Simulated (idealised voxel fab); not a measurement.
You're looking at the process module voxel transistor to metal.
Displayed cross-section: cut, width of 170 nm, square cells sized 5 nm.
Cross-section layout: square cells on a grid; listed as bands, top to bottom; a band spans one or more cell rows. Per band: top height and bottom height in nm, followed by the left-to-right materials and their widths in nm; "everywhere" marks a single material spanning edge to edge, "empty" marks empty space. Convention: height 0 is the level below which the wafer, as received, is all one material. The lowest band does not terminate at the bottom but continues downward, represented as "0 -> down". A width given as "30 to 40" starts at the first number in the band's top row and ends at the second number in its bottom row, shifting by an equal amount at every step from row to row. For the purposes of this document, the phrase "left unchanged" attached to a step denotes that no cell within the cross-section was modified by that step. In the "Entrapped voids" entry, you get each enclosed empty space of 8 cells or more, one with no open way to the top, written width x height at distance, distance from the left edge, in nm. Heads up: the bit after the settings on a step's line is the simulator's remark on that step. overlay nm: where the mask lay relative to plan, measured to the right, on steps with a mask; negatives go left.
SO HERE'S THE LINEUP OF PROCESS STEPS WE PLANNED
1: RECEIVE [material Si]
2: CONFORMAL_DEP [material SiO2] [thk nm 5]
3: CONFORMAL_DEP [material SiN] [thk nm 15]
4: MASKED_ETCH [tone cover] [mask id ACTIVE] [width nm 95] [etch materials SiN] [depth nm 15] [overlay nm 0]
5: MASKED_ETCH [tone cover] [mask id ACTIVE] [width nm 95] [etch materials SiO2] [depth nm 5] [overlay nm 0]
6: MASKED_ETCH [tone cover] [mask id ACTIVE] [width nm 95] [etch materials Si] [depth nm 20] [overlay nm 0]
7: OXIDIZE [depth nm 5]
8: FILL_DEP [material SiO2] [thk nm 15]
9: CMP [height nm 20]
10: SELECTIVE_ETCH [etch materials SiO2] [depth nm 10]
11: STRIP [etch materials SiN]
12: SELECTIVE_ETCH [etch materials SiO2] [depth nm 5]
13: OXIDIZE [depth nm 5]
14: DIRECTIONAL_DEP [material polySi] [thk nm 30]
15: DIRECTIONAL_DEP [material SiCN] [thk nm 10]
16: PATTERN [tone cover] [mask id GATE] [material resist] [width nm 15] [thk nm 20] [overlay nm 0]
17: DIRECTIONAL_ETCH [etch materials SiCN] [depth nm 20]
18: DIRECTIONAL_ETCH [etch materials polySi] [depth nm 40]
19: STRIP [etch materials resist]
20: CONFORMAL_DEP [material SiN] [thk nm 10]
21: DIRECTIONAL_ETCH [etch materials SiN] [depth nm 10]
22: DIRECTIONAL_ETCH [etch materials SiO2] [depth nm 5]
23: DIRECTIONAL_ETCH [etch materials Si] [depth nm 5]
24: EPI [material pSi] [thk nm 10]
25: FILL_DEP [material SiO2] [thk nm 5]
26: CMP [height nm 40]
27: DIRECTIONAL_DEP [material SiO2] [thk nm 15]
28: MASKED_ETCH [tone open] [mask id CONTACT] [width nm 15] [pitch nm 60] [etch materials SiO2] [depth nm 55] [overlay nm 0]
29: CONFORMAL_DEP [material TiN] [thk nm 5]
30: FILL_DEP [material Ru] [thk nm 10]
31: CMP [height nm 55]
32: CONFORMAL_DEP [material SiN] [thk nm 5]
33: DIRECTIONAL_DEP [material SiO2] [thk nm 25]
34: PATTERN [tone open] [mask id METAL_1] [material resist] [width nm 15] [pitch nm 60] [thk nm 15] [overlay nm 0]
35: DIRECTIONAL_ETCH [etch materials SiO2] [depth nm 25]
36: DIRECTIONAL_ETCH [etch materials SiN] [depth nm 5]
37: STRIP [etch materials resist]
38: CONFORMAL_DEP [material TiN] [thk nm 5]
39: FILL_DEP [material Cu] [thk nm 5]
40: CMP [height nm 85]
41: CONFORMAL_DEP [material SiCN] [thk nm 5]
Among the wafers covered here, the point of difference is the width nm at step 28; their starting state is shared, and the plan presents the value of the first wafer.
FIRST OF SEVERAL WAFERS (AS RECEIVED, POST STEP 1), CROSS-SECTIONAL VIEW
> 0 -> down = Si everywhere
> Entrapped voids: none
THE TABLE BELOW HAS ONE ROW FOR EACH WAFER; A ROW SHOWS, AS OF THE END OF THE MODULE, HOW MANY CELLS OF EACH MATERIAL THE WAFER HAS GAINED, MARKED (+), OR LOST, MARKED (-), SINCE IT WAS RECEIVED, AND THEN THE WAFER'S CLOSED VOIDS
width nm 15, +10 Cu, +18 Ru, -112 Si, +40 SiCN, +64 SiN, +478 SiO2, +72 TiN, +24 pSi, +18 polySi, Entrapped voids: none
width nm 20, +10 Cu, +37 Ru, -112 Si, +40 SiCN, +64 SiN, +457 SiO2, +74 TiN, +24 pSi, +18 polySi, Entrapped voids: none
width nm 25, +10 Cu, +56 Ru, -112 Si, +40 SiCN, +64 SiN, +436 SiO2, +76 TiN, +24 pSi, +18 polySi, Entrapped voids: none
width nm 30, +10 Cu, +67 Ru, -112 Si, +40 SiCN, +64 SiN, +423 SiO2, +78 TiN, +24 pSi, +18 polySi, Entrapped voids: none
